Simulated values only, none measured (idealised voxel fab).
A process module follows: voxel double patterning.
Pictured: cross-section cut, 210 nm wide, on a grid of 5 nm square cells.
We lay out every cross-section as a grid of square cells and spell it out in bands from the top down, where one band means one or more rows of cells. Look at the band entry: it leads with the top's height and the bottom's height in nm. Then it lists the materials left to right, with a width in nm for each. The word "edge to edge" on a single material says that material fills the band edge to edge. The word "blank" is empty space. Note: height 0 marks the level under which the wafer is uniformly one material as received. Lowest band unbounded below, written "0 and below". It should be noted that a width expressed as "30->40" varies in equal increments from row to row of cells within the band, taking the value of the first number at the top row and that of the second number at the bottom row. "everything unchanged" (step): cross-section cells unchanged, all of them. This entry, "Catalogued sealed voids", enumerates those empty regions of no fewer than 8 cells that possess no open connection to the top. Each region is reported in the form width x height at distance, the distance being taken from the left edge, with all three quantities expressed in nm. Past the settings on a step's line: simulator remark, on that step. If you see "overlay nm" on a step's line and that step has a mask, it's telling you how far right of where it was planned the mask ended up; a negative number means it went left instead.
**plan**
| 1 | RECEIVE,material Si |
| 2 | CONFORMAL_DEP,material SiO2,thk nm 5 |
| 3 | DIRECTIONAL_DEP,material polySi,thk nm 15 |
| 4 | DIRECTIONAL_DEP,material SiCN,thk nm 5 |
| 5 | PATTERN,tone open,mask id FIRST,material resist,width nm 15,pitch nm 50,thk nm 15,overlay nm 0 |
| 6 | DIRECTIONAL_ETCH,etch materials SiCN,depth nm 5 |
| 7 | STRIP,etch materials resist |
| 8 | PATTERN,tone open,mask id SECOND,material resist,width nm 15,pitch nm 50,thk nm 20,overlay nm 0 |
| 9 | DIRECTIONAL_ETCH,etch materials SiCN,depth nm 5 |
| 10 | STRIP,etch materials resist |
| 11 | DIRECTIONAL_ETCH,etch materials polySi,depth nm 15 |
| 12 | STRIP,etch materials SiCN |
**Cross-section of the incoming wafer, state after step 1**
    0 and below  Si edge to edge
    Catalogued sealed voids: none
**Cross-sectional view of the first of the two wafers upon completion of the module, processed in accordance with the plan**
    20 down to 5  polySi 45  blank 15  polySi 10  blank 15  polySi 10  blank 15  polySi 10  blank 15  polySi 10  blank 15  polySi 50
    5 down to 0  SiO2 edge to edge
    0 and below  Si edge to edge
    Catalogued sealed voids: none
**Wafer two cross-section, module end. Start and plan unchanged from wafer one; one mistake made during the run**
    20 down to 15  SiO2 edge to edge
    15 down to 0  polySi edge to edge
    0 and below  Si edge to edge
    Catalogued sealed voids: none
What broke from the plan during processing? mixed up steps 2 and 3 - ran each in the other's place
Materials where the second wafer ends with more or fewer cells than the first: polySi: 45 more
